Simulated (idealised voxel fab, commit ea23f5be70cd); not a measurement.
Proc. module: voxel local oxidation
Displayed cross-section: cut, width of 255 nm, square cells sized 5 nm.
Format of a cross-section: grid, square cells. Given as bands. Order: top down. Band: one or more rows of cells. Quick guide to a band line: top height, bottom height (nm) up front; then every material left to right with its width in nm. Only one material and it's marked "everywhere"? Then it fills the band edge to edge. And "blank" just means empty space. The reference from which all heights are counted is 0, the level beneath which the as-received wafer is entirely one material; the lowest band, having no lower bound, proceeds downward and is written after the example "0 down". Quick explanation for "30 to 40": the width changes in equal steps down the rows of cells, from the first number in the band's top row to the second number in its bottom row. "no alterations made" after a step means that no cell of the cross-section changed. "Enclosed void list" - sealed voids, min. 8 cells, no opening to top; format: width x height at distance (distance from left edge; nm throughout). Anything after a step's settings on that line? It's the simulator's own note about the step. overlay nm: for a step with a mask, the amount by which the mask lay right of where it was planned; a negative amount means left of it.

[Steps planned for the process]
1 RECEIVE with material Si
2 CONFORMAL_DEP with material SiO2, thk nm 5
3 CONFORMAL_DEP with material SiN, thk nm 15
4 PATTERN with tone cover, mask id ACTIVE, material resist, width nm 115, thk nm 15, overlay nm 0
5 DIRECTIONAL_ETCH with etch materials SiN, depth nm 15
6 STRIP with etch materials resist
7 SELECTIVE_ETCH with etch materials SiO2, depth nm 5
8 OXIDIZE with depth nm 15
9 STRIP with etch materials SiN

[as received, after step 1]
- 0 down | Si everywhere
- Enclosed void list: none

[Here's the cross-section of the first of our two wafers at the end of the module - it ran as planned]
- 5 to 0 | blank (75), then SiO2 (105), then blank (75)
- 0 to -15 | SiO2 (90), then Si (75), then SiO2 (90)
- -15 down | Si everywhere
- Enclosed void list: none

[End-of-module cross-section of the second wafer: identical starting point and process plan to the first, with one processing mistake]
- 5 to 0 | blank (75), then SiO2 (105), then blank (75)
- 0 to -20 | SiO2 (95), then Si (65), then SiO2 (95)
- -20 down | Si everywhere
- Enclosed void list: none
What was done differently from what was planned? step 8 was not run as planned; what actually ran was OXIDIZE with depth nm 20
Materials where the second wafer ends with more or fewer cells than the first: Si: 44 fewer | SiO2: 44 more
